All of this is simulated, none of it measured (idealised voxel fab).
Name of the process module below: voxel air gaps
175 nm wide, 5 nm square cells: that's cross-section cut.
Think of the cross-section as a grid of square cells. We describe it in bands, top to bottom, and each band covers one or more rows of those cells.
Heads up on the band format: heights come first, top then bottom, in nm. After that it's the materials left to right, each with its width in nm. A single material flagged "full width" fills the whole band edge to edge, and "air" means there's empty space there.
Beneath 0, the wafer as received is one material, and that level is where height counting begins. The lowest band goes on downward without a bottom; it is written like "0 down".
Graded width ("30..40"): value in top row of band = first number; value in bottom row = second number; row-to-row change constant.
"nothing altered" for a step: no cell of the cross-section changed in that step.
What "Unvented cavities" gives you is every empty space of 8 cells or more that is cut off from the top. Each appears as width x height at distance, with the distance taken from the left edge and width, height and distance all in nm.
Step line, after settings: the simulator's comment on this step.
overlay nm: where the mask lay relative to plan, measured to the right, on steps with a mask; negatives go left.
STEPS PLANNED FOR THE PROCESS
1,RECEIVE, material Si
2,CONFORMAL_DEP, material SiO2, thk nm 15
3,CONFORMAL_DEP, material SiN, thk nm 5
4,DIRECTIONAL_DEP, material SiO2, thk nm 35
5,MASKED_ETCH, tone open, mask id LINES, width nm 15, pitch nm 40, etch materials SiO2, depth nm 35, overlay nm 0
6,CONFORMAL_DEP, material TiN, thk nm 5
7,FILL_DEP, material Cu, thk nm 10
8,CMP, height nm 55
9,EPI, material Ru, thk nm 10
10,SELECTIVE_ETCH, etch materials SiO2, depth nm 45
11,CONFORMAL_DEP, material SiCN, thk nm 5
All wafers enter the flow in the same state. The thk nm at step 11 differs from wafer to wafer, and the plan gives the value for the first wafer.
INCOMING STATE OF THE FIRST OF SEVERAL WAFERS IN CROSS-SECTION: AFTER STEP 1
	0 down  Si full width
	Unvented cavities: none
CROSS-SECTION OF THE FIRST OF SEVERAL WAFERS ONCE THE MODULE HAS RUN THROUGH ITS LAST STEP, STEP 11
	70 to 65  air 5, SiCN 165, air 5
	65 to 55  air 5, SiCN 5, Ru 35, SiCN 5, Ru 35, SiCN 5, Ru 35, SiCN 5, Ru 35, SiCN 5, air 5
	55 to 50  air 5, SiCN 15, TiN 5, Cu 5, TiN 5, SiCN 25, TiN 5, Cu 5, TiN 5, SiCN 25, TiN 5, Cu 5, TiN 5, SiCN 25, TiN 5, Cu 5, TiN 5, SiCN 15, air 5
	50 to 25  air 15, SiCN 5, TiN 5, Cu 5, TiN 5, SiCN 5, air 15, SiCN 5, TiN 5, Cu 5, TiN 5, SiCN 5, air 15, SiCN 5, TiN 5, Cu 5, TiN 5, SiCN 5, air 15, SiCN 5, TiN 5, Cu 5, TiN 5, SiCN 5, air 15
	25 to 20  SiCN 20, TiN 15, SiCN 25, TiN 15, SiCN 25, TiN 15, SiCN 25, TiN 15, SiCN 20
	20 to 15  SiN full width
	15 to 0  SiO2 full width
	0 down  Si full width
	Unvented cavities: 15 x 25 at 40; 15 x 25 at 80; 15 x 25 at 120
SECTIONAL VIEW OF THE LAST WAFER UPON COMPLETION OF THE MODULE
	85 to 65  SiCN full width
	65 to 55  SiCN 10, Ru 35, SiCN 5, Ru 35, SiCN 5, Ru 35, SiCN 5, Ru 35, SiCN 10
	55 to 50  SiCN 20, TiN 5, Cu 5, TiN 5, SiCN 25, TiN 5, Cu 5, TiN 5, SiCN 25, TiN 5, Cu 5, TiN 5, SiCN 25, TiN 5, Cu 5, TiN 5, SiCN 20
	50 to 45  SiCN 20, TiN 5, Cu 5, TiN 5, SiCN 5, air 15, SiCN 5, TiN 5, Cu 5, TiN 5, SiCN 5, air 15, SiCN 5, TiN 5, Cu 5, TiN 5, SiCN 5, air 15, SiCN 5, TiN 5, Cu 5, TiN 5, SiCN 20
	45 to 30  air 10, SiCN 10, TiN 5, Cu 5, TiN 5, SiCN 5, air 15, SiCN 5, TiN 5, Cu 5, TiN 5, SiCN 5, air 15, SiCN 5, TiN 5, Cu 5, TiN 5, SiCN 5, air 15, SiCN 5, TiN 5, Cu 5, TiN 5, SiCN 10, air 10
	30 to 25  SiCN 20, TiN 5, Cu 5, TiN 5, SiCN 5, air 15, SiCN 5, TiN 5, Cu 5, TiN 5, SiCN 5, air 15, SiCN 5, TiN 5, Cu 5, TiN 5, SiCN 5, air 15, SiCN 5, TiN 5, Cu 5, TiN 5, SiCN 20
	25 to 20  SiCN 20, TiN 15, SiCN 25, TiN 15, SiCN 25, TiN 15, SiCN 25, TiN 15, SiCN 20
	20 to 15  SiN full width
	15 to 0  SiO2 full width
	0 down  Si full width
	Unvented cavities: 15 x 25 at 40; 15 x 25 at 80; 15 x 25 at 120
EACH WAFER AT THE END: CELLS OF EACH MATERIAL GAINED (+) OR LOST (-) SINCE IT WAS RECEIVED, THEN ITS CLOSED VOIDS
thk nm 5 | +24 Cu | +56 Ru | +127 SiCN | +35 SiN | +105 SiO2 | +60 TiN | Unvented cavities: 15 x 25 at 40; 15 x 25 at 80; 15 x 25 at 120
thk nm 10 | +24 Cu | +56 Ru | +188 SiCN | +35 SiN | +105 SiO2 | +60 TiN | Unvented cavities: 15 x 25 at 40; 15 x 25 at 80; 15 x 25 at 120
thk nm 15 | +24 Cu | +56 Ru | +223 SiCN | +35 SiN | +105 SiO2 | +60 TiN | Unvented cavities: 15 x 25 at 40; 15 x 25 at 80; 15 x 25 at 120
thk nm 20 | +24 Cu | +56 Ru | +258 SiCN | +35 SiN | +105 SiO2 | +60 TiN | Unvented cavities: 15 x 25 at 40; 15 x 25 at 80; 15 x 25 at 120
